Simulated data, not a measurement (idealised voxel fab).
Process module under the name voxel tone inversion
Section cut is 220 nm wide and gridded with 5 nm square cells.
Format of a cross-section: grid, square cells. Given as bands. Order: top down. Band: one or more rows of cells. Per band: top height and bottom height in nm, followed by the left-to-right materials and their widths in nm; "throughout" marks a single material spanning edge to edge, "air" marks empty space. It should be noted that heights are counted from 0, beneath which the wafer as supplied is of one material throughout, and that the lowest band possesses no lower boundary but continues downward, as written in "top 0, no bottom". So if you see something like "30..40" for the width, read it as the top row of the band sitting at the first number and the bottom row at the second, with every row in between moving by the same amount as the last. What does "nothing altered" mean for a step? It means no cell of the cross-section changed in that step. If an empty space has no open way to the top and is at least 8 cells in size, "Enclosed cavities" lists it, written width x height at distance, where distance is measured from the left edge and every value is in nm. On each step's line, the part that comes after the settings is the simulator's own comment on the step. If you see "overlay nm" on a step's line and that step has a mask, it's telling you how far right of where it was planned the mask ended up; a negative number means it went left instead.
Here's what the planned process steps look like
1) op RECEIVE | material Si
2) op CONFORMAL_DEP | material SiCN | thk nm 10
3) op DIRECTIONAL_DEP | material aC | thk nm 15
4) op PATTERN | tone cover | mask id POSTS | material resist | width nm 25 | pitch nm 55 | thk nm 25 | overlay nm 0
5) op DIRECTIONAL_ETCH | etch materials aC | depth nm 15
6) op STRIP | etch materials resist
7) op FILL_DEP | material lowk | thk nm 5
8) op CMP | height nm 25
9) op STRIP | etch materials aC
10) op CONFORMAL_DEP | material TiN | thk nm 5
11) op FILL_DEP | material Ru | thk nm 10
12) op CMP | height nm 25
13) op CONFORMAL_DEP | material SiN | thk nm 5
Cross-section of the wafer as it came to us, i.e., already through step 1
top 0, no bottom | Si throughout
Enclosed cavities: none
Module complete - cross-section of the first of two wafers, run according to plan
top 30, bottom 25 | SiN throughout
top 25, bottom 15 | 40 of lowk; 5 of TiN; 15 of Ru; 5 of TiN; 30 of lowk; 5 of TiN; 15 of Ru; 5 of TiN; 30 of lowk; 5 of TiN; 15 of Ru; 5 of TiN; 45 of lowk
top 15, bottom 10 | 40 of lowk; 25 of TiN; 30 of lowk; 25 of TiN; 30 of lowk; 25 of TiN; 45 of lowk
top 10, bottom 0 | SiCN throughout
top 0, no bottom | Si throughout
Enclosed cavities: none
Same start, same plan as the first wafer - but one mistake in the run. Cross-section of the second of the two at the end of the module
top 30, bottom 25 | SiN throughout
top 25, bottom 15 | 45 of lowk; 5 of TiN; 10 of Ru; 5 of TiN; 35 of lowk; 5 of TiN; 10 of Ru; 5 of TiN; 35 of lowk; 5 of TiN; 10 of Ru; 5 of TiN; 45 of lowk
top 15, bottom 10 | 45 of lowk; 20 of TiN; 35 of lowk; 20 of TiN; 35 of lowk; 20 of TiN; 45 of lowk
top 10, bottom 0 | SiCN throughout
top 0, no bottom | Si throughout
Enclosed cavities: none
It is concluded that the wafer was processed incorrectly with respect to the plan, in that step 4 changed vs plan, executed as op PATTERN | tone cover | mask id POSTS | material resist | width nm 20 | pitch nm 55 | thk nm 25 | overlay nm 0
The closing comparison, in cells, has the second wafer with more or fewer of some materials than the first: -6 Ru | -3 TiN | +9 lowk
